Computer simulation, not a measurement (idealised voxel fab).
process module | voxel wiring stack
cross-section cut | 235 nm wide | cells 5 nm
A cross-section is a grid of square cells, given in bands from the top down. A band is one or more rows of cells.
Each band's line starts with the height of the band's top and of its bottom, in nm. Then come its materials from left to right, each with its width in nm. One material with "throughout" fills the band from edge to edge. "air" is empty space.
Height 0 is the level under which the wafer as received is all one material. The lowest band goes on downwards, as in "0 down".
A width such as "30 to 40" changes by the same amount from each row of cells to the next, from the band's top row to its bottom row.
"no change" after a step means that no cell of the cross-section changed.
closed voids: empty space of 8 cells or more with no open way to the top, each as width x height at its distance from the left edge, in nm
after a step's settings: what the simulator itself notes on the step
overlay nm, on a step with a mask: how far to the right of its planned place the mask lay; to the left if negative
plan
1 op RECEIVE | material Si
2 op CONFORMAL_DEP | material SiO2 | thk nm 10
3 op DIRECTIONAL_DEP | material TiN | thk nm 5
4 op DIRECTIONAL_DEP | material Ru | thk nm 15
5 op DIRECTIONAL_DEP | material aC | thk nm 15
6 op PATTERN | tone cover | mask id METAL_1 | material resist | width nm 20 | pitch nm 50 | thk nm 30 | overlay nm 0
7 op DIRECTIONAL_ETCH | etch materials aC | depth nm 15
8 op STRIP | etch materials resist
9 op DIRECTIONAL_ETCH | etch materials Ru | depth nm 15
10 op DIRECTIONAL_ETCH | etch materials TiN | depth nm 5
11 op STRIP | etch materials aC
12 op CONFORMAL_DEP | material SiCN | thk nm 5
13 op FILL_DEP | material SiO2 | thk nm 5
14 op CMP | height nm 30
15 op CONFORMAL_DEP | material SiCN | thk nm 5
16 op DIRECTIONAL_DEP | material SiO2 | thk nm 15
17 op DIRECTIONAL_DEP | material aC | thk nm 10
18 op PATTERN | tone open | mask id PLUG_1 | material resist | width nm 15 | pitch nm 50 | thk nm 25 | overlay nm 0
19 op DIRECTIONAL_ETCH | etch materials aC | depth nm 10
20 op STRIP | etch materials resist
21 op DIRECTIONAL_ETCH | etch materials SiO2 | depth nm 15
22 op DIRECTIONAL_ETCH | etch materials SiCN | depth nm 5
23 op STRIP | etch materials aC
24 op CONFORMAL_DEP | material TiN | thk nm 5
25 op FILL_DEP | material Ru | thk nm 5
26 op CMP | height nm 50
27 op CONFORMAL_DEP | material SiN | thk nm 5
28 op DIRECTIONAL_DEP | material lowk | thk nm 25
29 op MASKED_ETCH | tone open | mask id METAL_2 | width nm 20 | pitch nm 50 | etch materials lowk | depth nm 25 | overlay nm 0
30 op MASKED_ETCH | tone open | mask id METAL_2 | width nm 20 | pitch nm 50 | etch materials SiN | depth nm 5 | overlay nm 0
31 op CONFORMAL_DEP | material TiN | thk nm 5
32 op FILL_DEP | material W | thk nm 5
33 op CMP | height nm 80
34 op CONFORMAL_DEP | material SiCN | thk nm 5
35 op DIRECTIONAL_DEP | material SiO2 | thk nm 30
36 op DIRECTIONAL_DEP | material aC | thk nm 10
37 op PATTERN | tone open | mask id METAL_3_HOLES | material resist | width nm 15 | thk nm 30 | overlay nm 0
38 op DIRECTIONAL_ETCH | etch materials aC | depth nm 10
39 op STRIP | etch materials resist
40 op DIRECTIONAL_ETCH | etch materials SiO2 | depth nm 30
41 op STRIP | etch materials aC
42 op MASKED_ETCH | tone open | mask id METAL_3 | width nm 20 | pitch nm 50 | etch materials SiO2 | depth nm 15 | overlay nm 0
43 op MASKED_ETCH | tone open | mask id METAL_3 | width nm 20 | pitch nm 50 | etch materials SiCN | depth nm 5 | overlay nm 0
44 op CONFORMAL_DEP | material TiN | thk nm 5
45 op FILL_DEP | material Ru | thk nm 5
46 op CMP | height nm 115
47 op CONFORMAL_DEP | material SiN | thk nm 5
first wafer, as planned
as received, after step 1
  0 down: Si throughout
  closed voids: none
after step 2
  10 to 0: SiO2 throughout
  below 0: unchanged
after step 3
  15 to 10: TiN throughout
  below 10: unchanged
after step 4
  30 to 15: Ru throughout
  below 15: unchanged
after step 5
  45 to 30: aC throughout
  below 30: unchanged
after step 6
  75 to 45: air 80 | resist 20 | air 30 | resist 20 | air 85
  below 45: unchanged
after step 7
  60 to 45: air 80 | resist 20 | air 30 | resist 20 | air 85
  45 to 30: air 80 | aC 20 | air 30 | aC 20 | air 85
  below 30: unchanged
after step 8
  45 to 30: air 80 | aC 20 | air 30 | aC 20 | air 85
  below 30: unchanged
after step 9
  45 to 30: air 80 | aC 20 | air 30 | aC 20 | air 85
  30 to 15: air 80 | Ru 20 | air 30 | Ru 20 | air 85
  below 15: unchanged
after step 10
  45 to 30: air 80 | aC 20 | air 30 | aC 20 | air 85
  30 to 15: air 80 | Ru 20 | air 30 | Ru 20 | air 85
  15 to 10: air 80 | TiN 20 | air 30 | TiN 20 | air 85
  below 10: unchanged
after step 11
  30 to 15: air 80 | Ru 20 | air 30 | Ru 20 | air 85
  below 15: unchanged
after step 12
  35 to 30: air 75 | SiCN 30 | air 20 | SiCN 30 | air 80
  30 to 15: air 75 | SiCN 5 | Ru 20 | SiCN 5 | air 20 | SiCN 5 | Ru 20 | SiCN 5 | air 80
  15 to 10: SiCN 80 | TiN 20 | SiCN 30 | TiN 20 | SiCN 85
  below 10: unchanged
after step 13
  40 to 35: SiO2 throughout
  35 to 30: SiO2 75 | SiCN 30 | SiO2 20 | SiCN 30 | SiO2 80
  30 to 15: SiO2 75 | SiCN 5 | Ru 20 | SiCN 5 | SiO2 20 | SiCN 5 | Ru 20 | SiCN 5 | SiO2 80
  below 15: unchanged
after step 14
  30 to 15: SiO2 75 | SiCN 5 | Ru 20 | SiCN 5 | SiO2 20 | SiCN 5 | Ru 20 | SiCN 5 | SiO2 80
  below 15: unchanged
after step 15
  35 to 30: SiCN throughout
  below 30: unchanged
after step 16
  50 to 35: SiO2 throughout
  below 35: unchanged
after step 17
  60 to 50: aC throughout
  below 50: unchanged
after step 18
  85 to 60: resist 80 | air 15 | resist 35 | air 15 | resist 90
  below 60: unchanged
after step 19
  75 to 60: resist 80 | air 15 | resist 35 | air 15 | resist 90
  60 to 50: aC 80 | air 15 | aC 35 | air 15 | aC 90
  below 50: unchanged
after step 20
  60 to 50: aC 80 | air 15 | aC 35 | air 15 | aC 90
  below 50: unchanged
after step 21
  60 to 50: aC 80 | air 15 | aC 35 | air 15 | aC 90
  50 to 35: SiO2 80 | air 15 | SiO2 35 | air 15 | SiO2 90
  below 35: unchanged
after step 22
  60 to 50: aC 80 | air 15 | aC 35 | air 15 | aC 90
  50 to 35: SiO2 80 | air 15 | SiO2 35 | air 15 | SiO2 90
  35 to 30: SiCN 80 | air 15 | SiCN 35 | air 15 | SiCN 90
  below 30: unchanged
after step 23
  50 to 35: SiO2 80 | air 15 | SiO2 35 | air 15 | SiO2 90
  below 35: unchanged
after step 24
  55 to 50: TiN 85 | air 5 | TiN 45 | air 5 | TiN 95
  50 to 35: SiO2 80 | TiN 5 | air 5 | TiN 5 | SiO2 35 | TiN 5 | air 5 | TiN 5 | SiO2 90
  35 to 30: SiCN 80 | TiN 15 | SiCN 35 | TiN 15 | SiCN 90
  below 30: unchanged
after step 25
  60 to 55: Ru throughout
  55 to 50: TiN 85 | Ru 5 | TiN 45 | Ru 5 | TiN 95
  50 to 35: SiO2 80 | TiN 5 | Ru 5 | TiN 5 | SiO2 35 | TiN 5 | Ru 5 | TiN 5 | SiO2 90
  below 35: unchanged
after step 26
  50 to 35: SiO2 80 | TiN 5 | Ru 5 | TiN 5 | SiO2 35 | TiN 5 | Ru 5 | TiN 5 | SiO2 90
  below 35: unchanged
after step 27
  55 to 50: SiN throughout
  below 50: unchanged
after step 28
  80 to 55: lowk throughout
  below 55: unchanged
after step 29
  80 to 55: lowk 80 | air 20 | lowk 30 | air 20 | lowk 85
  below 55: unchanged
after step 30
  80 to 55: lowk 80 | air 20 | lowk 30 | air 20 | lowk 85
  55 to 50: SiN 80 | air 20 | SiN 30 | air 20 | SiN 85
  below 50: unchanged
after step 31
  85 to 80: TiN 85 | air 10 | TiN 40 | air 10 | TiN 90
  80 to 55: lowk 80 | TiN 5 | air 10 | TiN 5 | lowk 30 | TiN 5 | air 10 | TiN 5 | lowk 85
  55 to 50: SiN 80 | TiN 20 | SiN 30 | TiN 20 | SiN 85
  below 50: unchanged
after step 32
  90 to 85: W throughout
  85 to 80: TiN 85 | W 10 | TiN 40 | W 10 | TiN 90
  80 to 55: lowk 80 | TiN 5 | W 10 | TiN 5 | lowk 30 | TiN 5 | W 10 | TiN 5 | lowk 85
  below 55: unchanged
after step 33
  80 to 55: lowk 80 | TiN 5 | W 10 | TiN 5 | lowk 30 | TiN 5 | W 10 | TiN 5 | lowk 85
  below 55: unchanged
after step 34
  85 to 80: SiCN throughout
  below 80: unchanged
after step 35
  115 to 85: SiO2 throughout
  below 85: unchanged
after step 36
  125 to 115: aC throughout
  below 115: unchanged
after step 37
  155 to 125: resist 80 | air 15 | resist 140
  below 125: unchanged
after step 38
  145 to 125: resist 80 | air 15 | resist 140
  125 to 115: aC 80 | air 15 | aC 140
  below 115: unchanged
after step 39
  125 to 115: aC 80 | air 15 | aC 140
  below 115: unchanged
after step 40
  125 to 115: aC 80 | air 15 | aC 140
  115 to 85: SiO2 80 | air 15 | SiO2 140
  below 85: unchanged
after step 41
  115 to 85: SiO2 80 | air 15 | SiO2 140
  below 85: unchanged
after step 42
  115 to 100: SiO2 80 | air 20 | SiO2 30 | air 20 | SiO2 85
  below 100: unchanged
after step 43
  115 to 100: SiO2 80 | air 20 | SiO2 30 | air 20 | SiO2 85
  100 to 85: SiO2 80 | air 15 | SiO2 140
  85 to 80: SiCN 80 | air 15 | SiCN 140
  below 80: unchanged
after step 44
  120 to 115: TiN 85 | air 10 | TiN 40 | air 10 | TiN 90
  115 to 105: SiO2 80 | TiN 5 | air 10 | TiN 5 | SiO2 30 | TiN 5 | air 10 | TiN 5 | SiO2 85
  105 to 100: SiO2 80 | TiN 5 | air 5 | TiN 10 | SiO2 30 | TiN 20 | SiO2 85
  100 to 85: SiO2 80 | TiN 5 | air 5 | TiN 5 | SiO2 140
  85 to 80: SiCN 80 | TiN 15 | SiCN 140
  below 80: unchanged
after step 45
  125 to 120: Ru throughout
  120 to 115: TiN 85 | Ru 10 | TiN 40 | Ru 10 | TiN 90
  115 to 105: SiO2 80 | TiN 5 | Ru 10 | TiN 5 | SiO2 30 | TiN 5 | Ru 10 | TiN 5 | SiO2 85
  105 to 100: SiO2 80 | TiN 5 | Ru 5 | TiN 10 | SiO2 30 | TiN 20 | SiO2 85
  100 to 85: SiO2 80 | TiN 5 | Ru 5 | TiN 5 | SiO2 140
  below 85: unchanged
after step 46
  115 to 105: SiO2 80 | TiN 5 | Ru 10 | TiN 5 | SiO2 30 | TiN 5 | Ru 10 | TiN 5 | SiO2 85
  below 105: unchanged
after step 47
  120 to 115: SiN throughout
  below 115: unchanged
second wafer: like start, like plan, one mistake. Through step 33 it matches the first wafer
when step 34 should have ended
  110 to 80: SiO2 throughout
  below 80: unchanged
when step 35 should have ended
  115 to 110: SiCN throughout
  below 110: unchanged
when step 36 should have ended
  125 to 115: aC throughout
  below 115: unchanged
when step 37 should have ended
  155 to 125: resist 80 | air 15 | resist 140
  below 125: unchanged
when step 38 should have ended
  145 to 125: resist 80 | air 15 | resist 140
  125 to 115: aC 80 | air 15 | aC 140
  below 115: unchanged
when step 39 should have ended
  125 to 115: aC 80 | air 15 | aC 140
  below 115: unchanged
when step 40 should have ended: no change
when step 41 should have ended
  115 to 110: SiCN throughout
  below 110: unchanged
when step 42 should have ended: no change
when step 43 should have ended
  115 to 110: SiCN 80 | air 20 | SiCN 30 | air 20 | SiCN 85
  below 110: unchanged
when step 44 should have ended
  120 to 115: TiN 85 | air 10 | TiN 40 | air 10 | TiN 90
  115 to 110: SiCN 80 | TiN 20 | SiCN 30 | TiN 20 | SiCN 85
  below 110: unchanged
when step 45 should have ended
  125 to 120: Ru throughout
  120 to 115: TiN 85 | Ru 10 | TiN 40 | Ru 10 | TiN 90
  below 115: unchanged
when step 46 should have ended
  115 to 110: SiCN 80 | TiN 20 | SiCN 30 | TiN 20 | SiCN 85
  below 110: unchanged
when step 47 should have ended
  120 to 115: SiN throughout
  below 115: unchanged
what went wrong: steps 34 and 35 were swapped
at the end the second wafer has, in cells: 12 fewer of Ru | 5 fewer of SiCN | 33 more of SiO2 | 16 fewer of TiN
